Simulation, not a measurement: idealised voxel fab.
Name of the process module below: voxel transistor to metal
Square cell edge 5 nm, section width 190 nm, ID cut.
If you're reading a cross-section in this doc, picture square cells in a grid; it comes to you as bands, top ones listed first down to the bottom, and a band can be one or more rows of cells. A band entry consists of two parts. The first gives the height of the band's top and the height of its bottom, in nm. The rest lists the band's materials from left to right, each with its width in nm. A single material labelled with the word "everywhere" fills the band from edge to edge, and the word "empty" marks empty space. Height reference: 0 = level under which incoming wafer is all one material. Lowest band: no bottom, runs on downward, e.g. "0 -> down". The expression "30->40" gives the width at the extremes of the band, the first number at its top row of cells and the second at its bottom row, with the width changing by equal amounts from each row to the next in between. "no change" after a step means that no cell of the cross-section changed. Empty spaces without an open route to the top, at least 8 cells in extent, make up the entry "Enclosed void catalog"; each is given as width x height at distance, where the distance is measured from the left edge, and all are in nm. Past the settings on a step's line: simulator remark, on that step. overlay nm: on a step with a mask, how far right of its planned place the mask lay; negative means left.

# The steps planned for the process are as follows
1 RECEIVE, material Si
2 CONFORMAL_DEP, material SiO2, thk nm 5
3 CONFORMAL_DEP, material SiN, thk nm 10
4 DIRECTIONAL_DEP, material aC, thk nm 10
5 PATTERN, tone cover, mask id ACTIVE, material resist, width nm 115, thk nm 25, overlay nm 0
6 DIRECTIONAL_ETCH, etch materials aC, depth nm 10
7 STRIP, etch materials resist
8 DIRECTIONAL_ETCH, etch materials SiN, depth nm 10
9 DIRECTIONAL_ETCH, etch materials SiO2, depth nm 5
10 DIRECTIONAL_ETCH, etch materials Si, depth nm 35
11 STRIP, etch materials aC
12 FILL_DEP, material SiO2, thk nm 5
13 CMP, height nm 15
14 SELECTIVE_ETCH, etch materials SiO2, depth nm 10
15 STRIP, etch materials SiN
16 SELECTIVE_ETCH, etch materials SiO2, depth nm 5
17 OXIDIZE, depth nm 5
18 DIRECTIONAL_DEP, material polySi, thk nm 25
19 DIRECTIONAL_DEP, material SiCN, thk nm 10
20 MASKED_ETCH, tone cover, mask id GATE, width nm 25, etch materials SiCN, depth nm 20, overlay nm 0
21 MASKED_ETCH, tone cover, mask id GATE, width nm 25, etch materials polySi, depth nm 35, overlay nm 0
22 CONFORMAL_DEP, material SiN, thk nm 10
23 DIRECTIONAL_ETCH, etch materials SiN, depth nm 10
24 DIRECTIONAL_ETCH, etch materials SiO2, depth nm 5
25 EPI, material nSi, thk nm 5
26 FILL_DEP, material SiO2, thk nm 10
27 CMP, height nm 25
28 STRIP, etch materials polySi
29 SELECTIVE_ETCH, etch materials SiO2, depth nm 5
30 CONFORMAL_DEP, material HfO2, thk nm 5
31 CONFORMAL_DEP, material TiN, thk nm 5
32 FILL_DEP, material W, thk nm 5
33 CMP, height nm 20
34 DIRECTIONAL_DEP, material SiO2, thk nm 10
35 PATTERN, tone open, mask id CONTACT, material resist, width nm 20, pitch nm 75, thk nm 20, overlay nm 0
36 DIRECTIONAL_ETCH, etch materials SiO2, depth nm 30
37 STRIP, etch materials resist
38 CONFORMAL_DEP, material TiN, thk nm 5
39 FILL_DEP, material W, thk nm 10
40 CMP, height nm 30
41 DIRECTIONAL_DEP, material TiN, thk nm 5
42 DIRECTIONAL_DEP, material Ru, thk nm 15
43 PATTERN, tone cover, mask id METAL_1, material resist, width nm 20, pitch nm 75, thk nm 15, overlay nm 0
44 DIRECTIONAL_ETCH, etch materials Ru, depth nm 15
45 DIRECTIONAL_ETCH, etch materials TiN, depth nm 5
46 STRIP, etch materials resist
47 CONFORMAL_DEP, material SiN, thk nm 5
48 FILL_DEP, material lowk, thk nm 5
49 CMP, height nm 50
50 CONFORMAL_DEP, material SiN, thk nm 5

# first wafer, as planned

# Shown in cross-section is the wafer as received, that is, as it stands after step 1
	0 -> down | Si everywhere
	Enclosed void catalog: none

# Cross-section of the wafer after step 2
	5 -> 0 | SiO2 everywhere
	Below 0, no change.

# Cross-section of the wafer after step 3
	15 -> 5 | SiN everywhere
	Below 5, no change.

# Cross-section of the wafer after step 4
	25 -> 15 | aC everywhere
	Below 15, no change.

# Cross-section of the wafer after step 5
	50 -> 25 | empty=35; resist=115; empty=40
	Below 25, no change.

# Cross-section of the wafer after step 6
	40 -> 25 | empty=35; resist=115; empty=40
	25 -> 15 | empty=35; aC=115; empty=40
	Below 15, no change.

# Cross-section of the wafer after step 7
	25 -> 15 | empty=35; aC=115; empty=40
	Below 15, no change.

# Cross-section of the wafer after step 8
	25 -> 15 | empty=35; aC=115; empty=40
	15 -> 5 | empty=35; SiN=115; empty=40
	Below 5, no change.

# Cross-section of the wafer after step 9
	25 -> 15 | empty=35; aC=115; empty=40
	15 -> 5 | empty=35; SiN=115; empty=40
	5 -> 0 | empty=35; SiO2=115; empty=40
	Below 0, no change.

# Cross-section of the wafer after step 10
	25 -> 15 | empty=35; aC=115; empty=40
	15 -> 5 | empty=35; SiN=115; empty=40
	5 -> 0 | empty=35; SiO2=115; empty=40
	0 -> -35 | empty=35; Si=115; empty=40
	Below -35, no change.

# Cross-section of the wafer after step 11
	15 -> 5 | empty=35; SiN=115; empty=40
	Below 5, no change.

# Cross-section of the wafer after step 12
	20 -> 15 | SiO2 everywhere
	15 -> 5 | SiO2=35; SiN=115; SiO2=40
	5 -> 0 | SiO2 everywhere
	0 -> -35 | SiO2=35; Si=115; SiO2=40
	Below -35, no change.

# Cross-section of the wafer after step 13
	15 -> 5 | SiO2=35; SiN=115; SiO2=40
	Below 5, no change.

# Cross-section of the wafer after step 14
	15 -> 5 | empty=35; SiN=115; empty=40
	Below 5, no change.

# Cross-section of the wafer after step 15
	5 -> 0 | SiO2 everywhere
	Below 0, no change.

# Cross-section of the wafer after step 16
	0 -> -35 | SiO2=35; Si=115; SiO2=40
	Below -35, no change.

# Cross-section of the wafer after step 17
	0 -> -5 | SiO2 everywhere
	Below -5, no change.

# Cross-section of the wafer after step 18
	25 -> 0 | polySi everywhere
	Below 0, no change.

# Cross-section of the wafer after step 19
	35 -> 25 | SiCN everywhere
	Below 25, no change.

# Cross-section of the wafer after step 20
	35 -> 25 | empty=80; SiCN=25; empty=85
	Below 25, no change.

# Cross-section of the wafer after step 21
	35 -> 25 | empty=80; SiCN=25; empty=85
	25 -> 0 | empty=80; polySi=25; empty=85
	Below 0, no change.

# Cross-section of the wafer after step 22
	45 -> 35 | empty=70; SiN=45; empty=75
	35 -> 25 | empty=70; SiN=10; SiCN=25; SiN=10; empty=75
	25 -> 10 | empty=70; SiN=10; polySi=25; SiN=10; empty=75
	10 -> 0 | SiN=80; polySi=25; SiN=85
	Below 0, no change.

# Cross-section of the wafer after step 23
	35 -> 25 | empty=70; SiN=10; SiCN=25; SiN=10; empty=75
	25 -> 0 | empty=70; SiN=10; polySi=25; SiN=10; empty=75
	Below 0, no change.

# Cross-section of the wafer after step 24
	35 -> 25 | empty=70; SiN=10; SiCN=25; SiN=10; empty=75
	25 -> 0 | empty=70; SiN=10; polySi=25; SiN=10; empty=75
	0 -> -5 | empty=70; SiO2=45; empty=75
	Below -5, no change.

# Cross-section of the wafer after step 25
	35 -> 25 | empty=70; SiN=10; SiCN=25; SiN=10; empty=75
	25 -> 0 | empty=70; SiN=10; polySi=25; SiN=10; empty=75
	0 -> -5 | empty=30; nSi=40; SiO2=45; nSi=40; empty=35
	Below -5, no change.

# Cross-section of the wafer after step 26
	45 -> 35 | SiO2 everywhere
	35 -> 25 | SiO2=70; SiN=10; SiCN=25; SiN=10; SiO2=75
	25 -> 0 | SiO2=70; SiN=10; polySi=25; SiN=10; SiO2=75
	0 -> -5 | SiO2=30; nSi=40; SiO2=45; nSi=40; SiO2=35
	Below -5, no change.

# Cross-section of the wafer after step 27
	25 -> 0 | SiO2=70; SiN=10; polySi=25; SiN=10; SiO2=75
	Below 0, no change.

# Cross-section of the wafer after step 28
	25 -> 0 | SiO2=70; SiN=10; empty=25; SiN=10; SiO2=75
	Below 0, no change.

# Cross-section of the wafer after step 29
	25 -> 20 | empty=70; SiN=10; empty=25; SiN=10; empty=75
	20 -> 0 | SiO2=70; SiN=10; empty=25; SiN=10; SiO2=75
	0 -> -5 | SiO2=30; nSi=40; SiO2=5; empty=35; SiO2=5; nSi=40; SiO2=35
	Below -5, no change.

# Cross-section of the wafer after step 30
	30 -> 25 | empty=65; HfO2=20; empty=15; HfO2=20; empty=70
	25 -> 20 | HfO2=70; SiN=10; HfO2=5; empty=15; HfO2=5; SiN=10; HfO2=75
	20 -> 0 | SiO2=70; SiN=10; HfO2=5; empty=15; HfO2=5; SiN=10; SiO2=75
	0 -> -5 | SiO2=30; nSi=40; SiO2=5; HfO2=35; SiO2=5; nSi=40; SiO2=35
	Below -5, no change.

# Cross-section of the wafer after step 31
	35 -> 30 | empty=60; TiN=30; empty=5; TiN=30; empty=65
	30 -> 25 | TiN=65; HfO2=20; TiN=5; empty=5; TiN=5; HfO2=20; TiN=70
	25 -> 20 | HfO2=70; SiN=10; HfO2=5; TiN=5; empty=5; TiN=5; HfO2=5; SiN=10; HfO2=75
	20 -> 5 | SiO2=70; SiN=10; HfO2=5; TiN=5; empty=5; TiN=5; HfO2=5; SiN=10; SiO2=75
	5 -> 0 | SiO2=70; SiN=10; HfO2=5; TiN=15; HfO2=5; SiN=10; SiO2=75
	Below 0, no change.

# Cross-section of the wafer after step 32
	40 -> 35 | W everywhere
	35 -> 30 | W=60; TiN=30; W=5; TiN=30; W=65
	30 -> 25 | TiN=65; HfO2=20; TiN=5; W=5; TiN=5; HfO2=20; TiN=70
	25 -> 20 | HfO2=70; SiN=10; HfO2=5; TiN=5; W=5; TiN=5; HfO2=5; SiN=10; HfO2=75
	20 -> 5 | SiO2=70; SiN=10; HfO2=5; TiN=5; W=5; TiN=5; HfO2=5; SiN=10; SiO2=75
	Below 5, no change.

# Cross-section of the wafer after step 33
	20 -> 5 | SiO2=70; SiN=10; HfO2=5; TiN=5; W=5; TiN=5; HfO2=5; SiN=10; SiO2=75
	Below 5, no change.

# Cross-section of the wafer after step 34
	30 -> 20 | SiO2 everywhere
	Below 20, no change.

# Cross-section of the wafer after step 35
	50 -> 30 | resist=45; empty=20; resist=55; empty=20; resist=50
	Below 30, no change.

# Cross-section of the wafer after step 36
	50 -> 30 | resist=45; empty=20; resist=55; empty=20; resist=50
	30 -> 20 | SiO2=45; empty=20; SiO2=55; empty=20; SiO2=50
	20 -> 5 | SiO2=45; empty=20; SiO2=5; SiN=10; HfO2=5; TiN=5; W=5; TiN=5; HfO2=5; SiN=10; SiO2=5; empty=20; SiO2=50
	5 -> 0 | SiO2=45; empty=20; SiO2=5; SiN=10; HfO2=5; TiN=15; HfO2=5; SiN=10; SiO2=5; empty=20; SiO2=50
	Below 0, no change.

# Cross-section of the wafer after step 37
	30 -> 20 | SiO2=45; empty=20; SiO2=55; empty=20; SiO2=50
	Below 20, no change.

# Cross-section of the wafer after step 38
	35 -> 30 | TiN=50; empty=10; TiN=65; empty=10; TiN=55
	30 -> 20 | SiO2=45; TiN=5; empty=10; TiN=5; SiO2=55; TiN=5; empty=10; TiN=5; SiO2=50
	20 -> 5 | SiO2=45; TiN=5; empty=10; TiN=5; SiO2=5; SiN=10; HfO2=5; TiN=5; W=5; TiN=5; HfO2=5; SiN=10; SiO2=5; TiN=5; empty=10; TiN=5; SiO2=50
	5 -> 0 | SiO2=45; TiN=20; SiO2=5; SiN=10; HfO2=5; TiN=15; HfO2=5; SiN=10; SiO2=5; TiN=20; SiO2=50
	Below 0, no change.

# Cross-section of the wafer after step 39
	45 -> 35 | W everywhere
	35 -> 30 | TiN=50; W=10; TiN=65; W=10; TiN=55
	30 -> 20 | SiO2=45; TiN=5; W=10; TiN=5; SiO2=55; TiN=5; W=10; TiN=5; SiO2=50
	20 -> 5 | SiO2=45; TiN=5; W=10; TiN=5; SiO2=5; SiN=10; HfO2=5; TiN=5; W=5; TiN=5; HfO2=5; SiN=10; SiO2=5; TiN=5; W=10; TiN=5; SiO2=50
	Below 5, no change.

# Cross-section of the wafer after step 40
	30 -> 20 | SiO2=45; TiN=5; W=10; TiN=5; SiO2=55; TiN=5; W=10; TiN=5; SiO2=50
	Below 20, no change.

# Cross-section of the wafer after step 41
	35 -> 30 | TiN everywhere
	Below 30, no change.

# Cross-section of the wafer after step 42
	50 -> 35 | Ru everywhere
	Below 35, no change.

# Cross-section of the wafer after step 43
	65 -> 50 | empty=45; resist=20; empty=55; resist=20; empty=50
	Below 50, no change.

# Cross-section of the wafer after step 44
	65 -> 50 | empty=45; resist=20; empty=55; resist=20; empty=50
	50 -> 35 | empty=45; Ru=20; empty=55; Ru=20; empty=50
	Below 35, no change.

# Cross-section of the wafer after step 45
	65 -> 50 | empty=45; resist=20; empty=55; resist=20; empty=50
	50 -> 35 | empty=45; Ru=20; empty=55; Ru=20; empty=50
	35 -> 30 | empty=45; TiN=20; empty=55; TiN=20; empty=50
	Below 30, no change.

# Cross-section of the wafer after step 46
	50 -> 35 | empty=45; Ru=20; empty=55; Ru=20; empty=50
	Below 35, no change.

# Cross-section of the wafer after step 47
	55 -> 50 | empty=40; SiN=30; empty=45; SiN=30; empty=45
	50 -> 35 | empty=40; SiN=5; Ru=20; SiN=5; empty=45; SiN=5; Ru=20; SiN=5; empty=45
	35 -> 30 | SiN=45; TiN=20; SiN=55; TiN=20; SiN=50
	Below 30, no change.

# Cross-section of the wafer after step 48
	60 -> 55 | lowk everywhere
	55 -> 50 | lowk=40; SiN=30; lowk=45; SiN=30; lowk=45
	50 -> 35 | lowk=40; SiN=5; Ru=20; SiN=5; lowk=45; SiN=5; Ru=20; SiN=5; lowk=45
	Below 35, no change.

# Cross-section of the wafer after step 49
	50 -> 35 | lowk=40; SiN=5; Ru=20; SiN=5; lowk=45; SiN=5; Ru=20; SiN=5; lowk=45
	Below 35, no change.

# Cross-section of the wafer after step 50
	55 -> 50 | SiN everywhere
	Below 50, no change.

# The remaining wafer, second of the two, started like the first and was run to the same plan, except that one mistake was made along the way; the two coincide through step 4, inclusive

# Planned end of step 5: second wafer, cross-section
	50 -> 25 | empty=45; resist=115; empty=30
	Below 25, no change.

# Planned end of step 6: second wafer, cross-section
	40 -> 25 | empty=45; resist=115; empty=30
	25 -> 15 | empty=45; aC=115; empty=30
	Below 15, no change.

# Planned end of step 7: second wafer, cross-section
	25 -> 15 | empty=45; aC=115; empty=30
	Below 15, no change.

# Planned end of step 8: second wafer, cross-section
	25 -> 15 | empty=45; aC=115; empty=30
	15 -> 5 | empty=45; SiN=115; empty=30
	Below 5, no change.

# Planned end of step 9: second wafer, cross-section
	25 -> 15 | empty=45; aC=115; empty=30
	15 -> 5 | empty=45; SiN=115; empty=30
	5 -> 0 | empty=45; SiO2=115; empty=30
	Below 0, no change.

# Planned end of step 10: second wafer, cross-section
	25 -> 15 | empty=45; aC=115; empty=30
	15 -> 5 | empty=45; SiN=115; empty=30
	5 -> 0 | empty=45; SiO2=115; empty=30
	0 -> -35 | empty=45; Si=115; empty=30
	Below -35, no change.

# Planned end of step 11: second wafer, cross-section
	15 -> 5 | empty=45; SiN=115; empty=30
	Below 5, no change.

# Planned end of step 12: second wafer, cross-section
	20 -> 15 | SiO2 everywhere
	15 -> 5 | SiO2=45; SiN=115; SiO2=30
	5 -> 0 | SiO2 everywhere
	0 -> -35 | SiO2=45; Si=115; SiO2=30
	Below -35, no change.

# Planned end of step 13: second wafer, cross-section
	15 -> 5 | SiO2=45; SiN=115; SiO2=30
	Below 5, no change.

# Planned end of step 14: second wafer, cross-section
	15 -> 5 | empty=45; SiN=115; empty=30
	Below 5, no change.

# Planned end of step 15: second wafer, cross-section
	5 -> 0 | SiO2 everywhere
	Below 0, no change.

# Planned end of step 16: second wafer, cross-section
	0 -> -35 | SiO2=45; Si=115; SiO2=30
	Below -35, no change.

# Planned end of step 17: second wafer, cross-section
	0 -> -5 | SiO2 everywhere
	Below -5, no change.

# Planned end of step 18: second wafer, cross-section
	25 -> 0 | polySi everywhere
	Below 0, no change.

# Planned end of step 19: second wafer, cross-section
	35 -> 25 | SiCN everywhere
	Below 25, no change.

# Planned end of step 20: second wafer, cross-section
	35 -> 25 | empty=80; SiCN=25; empty=85
	Below 25, no change.

# Planned end of step 21: second wafer, cross-section
	35 -> 25 | empty=80; SiCN=25; empty=85
	25 -> 0 | empty=80; polySi=25; empty=85
	Below 0, no change.

# Planned end of step 22: second wafer, cross-section
	45 -> 35 | empty=70; SiN=45; empty=75
	35 -> 25 | empty=70; SiN=10; SiCN=25; SiN=10; empty=75
	25 -> 10 | empty=70; SiN=10; polySi=25; SiN=10; empty=75
	10 -> 0 | SiN=80; polySi=25; SiN=85
	Below 0, no change.

# Planned end of step 23: second wafer, cross-section
	35 -> 25 | empty=70; SiN=10; SiCN=25; SiN=10; empty=75
	25 -> 0 | empty=70; SiN=10; polySi=25; SiN=10; empty=75
	Below 0, no change.

# Planned end of step 24: second wafer, cross-section
	35 -> 25 | empty=70; SiN=10; SiCN=25; SiN=10; empty=75
	25 -> 0 | empty=70; SiN=10; polySi=25; SiN=10; empty=75
	0 -> -5 | empty=70; SiO2=45; empty=75
	Below -5, no change.

# Planned end of step 25: second wafer, cross-section
	35 -> 25 | empty=70; SiN=10; SiCN=25; SiN=10; empty=75
	25 -> 0 | empty=70; SiN=10; polySi=25; SiN=10; empty=75
	0 -> -5 | empty=40; nSi=30; SiO2=45; nSi=50; empty=25
	Below -5, no change.

# Planned end of step 26: second wafer, cross-section
	45 -> 35 | SiO2 everywhere
	35 -> 25 | SiO2=70; SiN=10; SiCN=25; SiN=10; SiO2=75
	25 -> 0 | SiO2=70; SiN=10; polySi=25; SiN=10; SiO2=75
	0 -> -5 | SiO2=40; nSi=30; SiO2=45; nSi=50; SiO2=25
	Below -5, no change.

# Planned end of step 27: second wafer, cross-section
	25 -> 0 | SiO2=70; SiN=10; polySi=25; SiN=10; SiO2=75
	Below 0, no change.

# Planned end of step 28: second wafer, cross-section
	25 -> 0 | SiO2=70; SiN=10; empty=25; SiN=10; SiO2=75
	Below 0, no change.

# Planned end of step 29: second wafer, cross-section
	25 -> 20 | empty=70; SiN=10; empty=25; SiN=10; empty=75
	20 -> 0 | SiO2=70; SiN=10; empty=25; SiN=10; SiO2=75
	0 -> -5 | SiO2=40; nSi=30; SiO2=5; empty=35; SiO2=5; nSi=50; SiO2=25
	Below -5, no change.

# Planned end of step 30: second wafer, cross-section
	30 -> 25 | empty=65; HfO2=20; empty=15; HfO2=20; empty=70
	25 -> 20 | HfO2=70; SiN=10; HfO2=5; empty=15; HfO2=5; SiN=10; HfO2=75
	20 -> 0 | SiO2=70; SiN=10; HfO2=5; empty=15; HfO2=5; SiN=10; SiO2=75
	0 -> -5 | SiO2=40; nSi=30; SiO2=5; HfO2=35; SiO2=5; nSi=50; SiO2=25
	Below -5, no change.

# Planned end of step 31: second wafer, cross-section
	35 -> 30 | empty=60; TiN=30; empty=5; TiN=30; empty=65
	30 -> 25 | TiN=65; HfO2=20; TiN=5; empty=5; TiN=5; HfO2=20; TiN=70
	25 -> 20 | HfO2=70; SiN=10; HfO2=5; TiN=5; empty=5; TiN=5; HfO2=5; SiN=10; HfO2=75
	20 -> 5 | SiO2=70; SiN=10; HfO2=5; TiN=5; empty=5; TiN=5; HfO2=5; SiN=10; SiO2=75
	5 -> 0 | SiO2=70; SiN=10; HfO2=5; TiN=15; HfO2=5; SiN=10; SiO2=75
	Below 0, no change.

# Planned end of step 32: second wafer, cross-section
	40 -> 35 | W everywhere
	35 -> 30 | W=60; TiN=30; W=5; TiN=30; W=65
	30 -> 25 | TiN=65; HfO2=20; TiN=5; W=5; TiN=5; HfO2=20; TiN=70
	25 -> 20 | HfO2=70; SiN=10; HfO2=5; TiN=5; W=5; TiN=5; HfO2=5; SiN=10; HfO2=75
	20 -> 5 | SiO2=70; SiN=10; HfO2=5; TiN=5; W=5; TiN=5; HfO2=5; SiN=10; SiO2=75
	Below 5, no change.

# Planned end of step 33: second wafer, cross-section
	20 -> 5 | SiO2=70; SiN=10; HfO2=5; TiN=5; W=5; TiN=5; HfO2=5; SiN=10; SiO2=75
	Below 5, no change.

# Planned end of step 34: second wafer, cross-section
	30 -> 20 | SiO2 everywhere
	Below 20, no change.

# Planned end of step 35: second wafer, cross-section
	50 -> 30 | resist=45; empty=20; resist=55; empty=20; resist=50
	Below 30, no change.

# Planned end of step 36: second wafer, cross-section
	50 -> 30 | resist=45; empty=20; resist=55; empty=20; resist=50
	30 -> 20 | SiO2=45; empty=20; SiO2=55; empty=20; SiO2=50
	20 -> 5 | SiO2=45; empty=20; SiO2=5; SiN=10; HfO2=5; TiN=5; W=5; TiN=5; HfO2=5; SiN=10; SiO2=5; empty=20; SiO2=50
	5 -> 0 | SiO2=45; empty=20; SiO2=5; SiN=10; HfO2=5; TiN=15; HfO2=5; SiN=10; SiO2=5; empty=20; SiO2=50
	Below 0, no change.

# Planned end of step 37: second wafer, cross-section
	30 -> 20 | SiO2=45; empty=20; SiO2=55; empty=20; SiO2=50
	Below 20, no change.

# Planned end of step 38: second wafer, cross-section
	35 -> 30 | TiN=50; empty=10; TiN=65; empty=10; TiN=55
	30 -> 20 | SiO2=45; TiN=5; empty=10; TiN=5; SiO2=55; TiN=5; empty=10; TiN=5; SiO2=50
	20 -> 5 | SiO2=45; TiN=5; empty=10; TiN=5; SiO2=5; SiN=10; HfO2=5; TiN=5; W=5; TiN=5; HfO2=5; SiN=10; SiO2=5; TiN=5; empty=10; TiN=5; SiO2=50
	5 -> 0 | SiO2=45; TiN=20; SiO2=5; SiN=10; HfO2=5; TiN=15; HfO2=5; SiN=10; SiO2=5; TiN=20; SiO2=50
	Below 0, no change.

# Planned end of step 39: second wafer, cross-section
	45 -> 35 | W everywhere
	35 -> 30 | TiN=50; W=10; TiN=65; W=10; TiN=55
	30 -> 20 | SiO2=45; TiN=5; W=10; TiN=5; SiO2=55; TiN=5; W=10; TiN=5; SiO2=50
	20 -> 5 | SiO2=45; TiN=5; W=10; TiN=5; SiO2=5; SiN=10; HfO2=5; TiN=5; W=5; TiN=5; HfO2=5; SiN=10; SiO2=5; TiN=5; W=10; TiN=5; SiO2=50
	Below 5, no change.

# Planned end of step 40: second wafer, cross-section
	30 -> 20 | SiO2=45; TiN=5; W=10; TiN=5; SiO2=55; TiN=5; W=10; TiN=5; SiO2=50
	Below 20, no change.

# Planned end of step 41: second wafer, cross-section
	35 -> 30 | TiN everywhere
	Below 30, no change.

# Planned end of step 42: second wafer, cross-section
	50 -> 35 | Ru everywhere
	Below 35, no change.

# Planned end of step 43: second wafer, cross-section
	65 -> 50 | empty=45; resist=20; empty=55; resist=20; empty=50
	Below 50, no change.

# Planned end of step 44: second wafer, cross-section
	65 -> 50 | empty=45; resist=20; empty=55; resist=20; empty=50
	50 -> 35 | empty=45; Ru=20; empty=55; Ru=20; empty=50
	Below 35, no change.

# Planned end of step 45: second wafer, cross-section
	65 -> 50 | empty=45; resist=20; empty=55; resist=20; empty=50
	50 -> 35 | empty=45; Ru=20; empty=55; Ru=20; empty=50
	35 -> 30 | empty=45; TiN=20; empty=55; TiN=20; empty=50
	Below 30, no change.

# Planned end of step 46: second wafer, cross-section
	50 -> 35 | empty=45; Ru=20; empty=55; Ru=20; empty=50
	Below 35, no change.

# Planned end of step 47: second wafer, cross-section
	55 -> 50 | empty=40; SiN=30; empty=45; SiN=30; empty=45
	50 -> 35 | empty=40; SiN=5; Ru=20; SiN=5; empty=45; SiN=5; Ru=20; SiN=5; empty=45
	35 -> 30 | SiN=45; TiN=20; SiN=55; TiN=20; SiN=50
	Below 30, no change.

# Planned end of step 48: second wafer, cross-section
	60 -> 55 | lowk everywhere
	55 -> 50 | lowk=40; SiN=30; lowk=45; SiN=30; lowk=45
	50 -> 35 | lowk=40; SiN=5; Ru=20; SiN=5; lowk=45; SiN=5; Ru=20; SiN=5; lowk=45
	Below 35, no change.

# Planned end of step 49: second wafer, cross-section
	50 -> 35 | lowk=40; SiN=5; Ru=20; SiN=5; lowk=45; SiN=5; Ru=20; SiN=5; lowk=45
	Below 35, no change.

# Planned end of step 50: second wafer, cross-section
	55 -> 50 | SiN everywhere
	Below 50, no change.
Want to know what went wrong? it should be noted that step 5 was executed with settings other than those planned, the operation and settings actually applied being PATTERN, tone cover, mask id ACTIVE, material resist, width nm 115, thk nm 25, overlay nm 10
Heads up: at the end the two wafers have identical cell counts per material, they're just laid out differently.
